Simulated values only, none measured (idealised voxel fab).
You're looking at the process module voxel ribs on slabs.
Each square cell in cross-section cut measures 5 nm, and the section as a whole is 225 nm wide.
Think of the cross-section as a grid of square cells. We describe it in bands, top to bottom, and each band covers one or more rows of those cells. Band entry format. Leading values: height of top, height of bottom, nm. Remainder: materials in left-to-right order, each with its width in nm. Special words: "everywhere" on a single material, which then fills the band edge to edge; "blank", empty space. Ref level 0: as-received wafer is one material below here. Bottom band extends down with no lower bound ("0 nm and below"). The two numbers in a width such as "30 to 40" mark its ends across the band: the first belongs to the top row of cells, the second to the bottom row, and from each row to the next the width moves by the same amount. For the purposes of this document, the phrase "everything unchanged" attached to a step denotes that no cell within the cross-section was modified by that step. Any empty space of 8 cells or more lacking an open way to the top shows up in "Unvented cavities" as width x height at distance, distance from the left edge, in nm. If you see something after the settings on a step's line, that's the simulator's own remark about that step. overlay nm: on a step with a mask, how far right of its planned place the mask lay; negative means left.

SET OUT BELOW ARE THE PLANNED STEPS OF THE PROCESS
| 1 | RECEIVE, material Si |
| 2 | DIRECTIONAL_DEP, material SiO2, thk nm 20 |
| 3 | DIRECTIONAL_DEP, material SiN, thk nm 15 |
| 4 | PATTERN, tone cover, mask id RIB, material resist, width nm 15, thk nm 20, overlay nm 0 |
| 5 | DIRECTIONAL_ETCH, etch materials SiN, depth nm 10 |
| 6 | STRIP, etch materials resist |
| 7 | PATTERN, tone cover, mask id SLAB, material resist, width nm 65, thk nm 20, overlay nm 0 |
| 8 | DIRECTIONAL_ETCH, etch materials SiN, depth nm 5 |
| 9 | STRIP, etch materials resist |
| 10 | FILL_DEP, material SiO2, thk nm 20 |
| 11 | CMP, height nm 50 |
| 12 | DIRECTIONAL_DEP, material TiN, thk nm 10 |
| 13 | PATTERN, tone cover, mask id HEATER, material resist, width nm 25, thk nm 15, overlay nm 0 |
| 14 | DIRECTIONAL_ETCH, etch materials TiN, depth nm 10 |
| 15 | STRIP, etch materials resist |
| 16 | CONFORMAL_DEP, material SiN, thk nm 10 |

CROSS-SECTION OF THE INCOMING WAFER, STATE AFTER STEP 1
  0 nm and below  Si everywhere
  Unvented cavities: none

MODULE COMPLETE, CROSS-SECTION. STARTING POINT AND PLAN PER ABOVE. ONE MISTAKE MADE IN RUNNING THE MODULE
  75 nm to 65 nm  85 of blank  55 of SiN  85 of blank
  65 nm to 60 nm  SiN everywhere
  60 nm to 50 nm  100 of SiN  25 of TiN  100 of SiN
  50 nm to 35 nm  SiO2 everywhere
  35 nm to 25 nm  105 of SiO2  15 of SiN  105 of SiO2
  25 nm to 20 nm  80 of SiO2  65 of SiN  80 of SiO2
  20 nm to 0 nm  SiO2 everywhere
  0 nm and below  Si everywhere
  Unvented cavities: none
So what did we get wrong on this run? in deviation from the planned setting, step 16 was conducted as CONFORMAL_DEP, material SiN, thk nm 15
